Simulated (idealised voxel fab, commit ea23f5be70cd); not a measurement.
process module | voxel self aligned vias
cross-section cut | 190 nm wide | cells 5 nm
Cross-sections here: square-cell grids, written as top-down lists of bands, a band being one or more rows of cells.
Within each band entry, the heights of the top and of the bottom of the band appear first, in that order and in nm; the materials of the band then follow from left to right, each with its corresponding width in nm. The designation "throughout" on a single material indicates that it fills the band from edge to edge; the designation "empty" indicates empty space.
Below 0: as-received wafer, all one material; heights counted from there. Lowest band: no bottom, goes on down, written "from 0 down".
A two-number width, for instance "30 to 40", indicates that the width is equal to the first number in the top row of the band and to the second number in the bottom row, and that it changes by a constant amount per row of cells.
Given "nothing changed" for a step, no cell of the cross-section differs between before and after that step.
Listed in "Enclosed cavity list": every empty space of 8 or more cells without an open way to the top. Form: width x height at distance, the distance being from the left edge, all in nm.
The remark found on a step's line after its settings is issued by the simulator itself and pertains to that step.
overlay nm: how far to the right of its planned place the mask lay on this masked step (negative: to the left).

Set out below are the planned steps of the process:
- 1: RECEIVE with material Si
- 2: CONFORMAL_DEP with material SiO2, thk nm 15
- 3: CONFORMAL_DEP with material SiCN, thk nm 5
- 4: DIRECTIONAL_DEP with material lowk, thk nm 25
- 5: PATTERN with tone open, mask id LINES, material resist, width nm 30, pitch nm 55, thk nm 15, overlay nm 0
- 6: DIRECTIONAL_ETCH with etch materials lowk, depth nm 25
- 7: STRIP with etch materials resist
- 8: CONFORMAL_DEP with material TiN, thk nm 5
- 9: FILL_DEP with material W, thk nm 10
- 10: CMP with height nm 45
- 11: SELECTIVE_ETCH with etch materials W Ru TiN, depth nm 5
- 12: FILL_DEP with material SiN, thk nm 10
- 13: CMP with height nm 45
- 14: DIRECTIONAL_DEP with material lowk, thk nm 15
- 15: MASKED_ETCH with tone open, mask id VIAS, width nm 40, pitch nm 55, etch materials lowk, depth nm 15, overlay nm 0
- 16: MASKED_ETCH with tone open, mask id VIAS, width nm 40, pitch nm 55, etch materials SiN, depth nm 5, overlay nm 0
- 17: CONFORMAL_DEP with material TiN, thk nm 5
- 18: FILL_DEP with material Ru, thk nm 5
- 19: CMP with height nm 60
- 20: CONFORMAL_DEP with material SiCN, thk nm 5

Incoming wafer, cross-sectional view, post step 1:
- from 0 down: Si throughout
- Enclosed cavity list: none

Starting wafer: above. Plan: above. Run: one mistake. Cross-section after the module: below:
- from 65 to 60: SiCN throughout
- from 60 to 50: 45 of lowk; 5 of TiN; 30 of Ru; 5 of TiN; 15 of lowk; 5 of TiN; 30 of Ru; 5 of TiN; 50 of lowk
- from 50 to 45: 45 of lowk; 40 of TiN; 15 of lowk; 40 of TiN; 50 of lowk
- from 45 to 40: SiCN throughout
- from 40 to 15: lowk throughout
- from 15 to 0: SiO2 throughout
- from 0 down: Si throughout
- Enclosed cavity list: none
What went wrong in running the wafer? plan vs actual: 3 and 4 interchanged
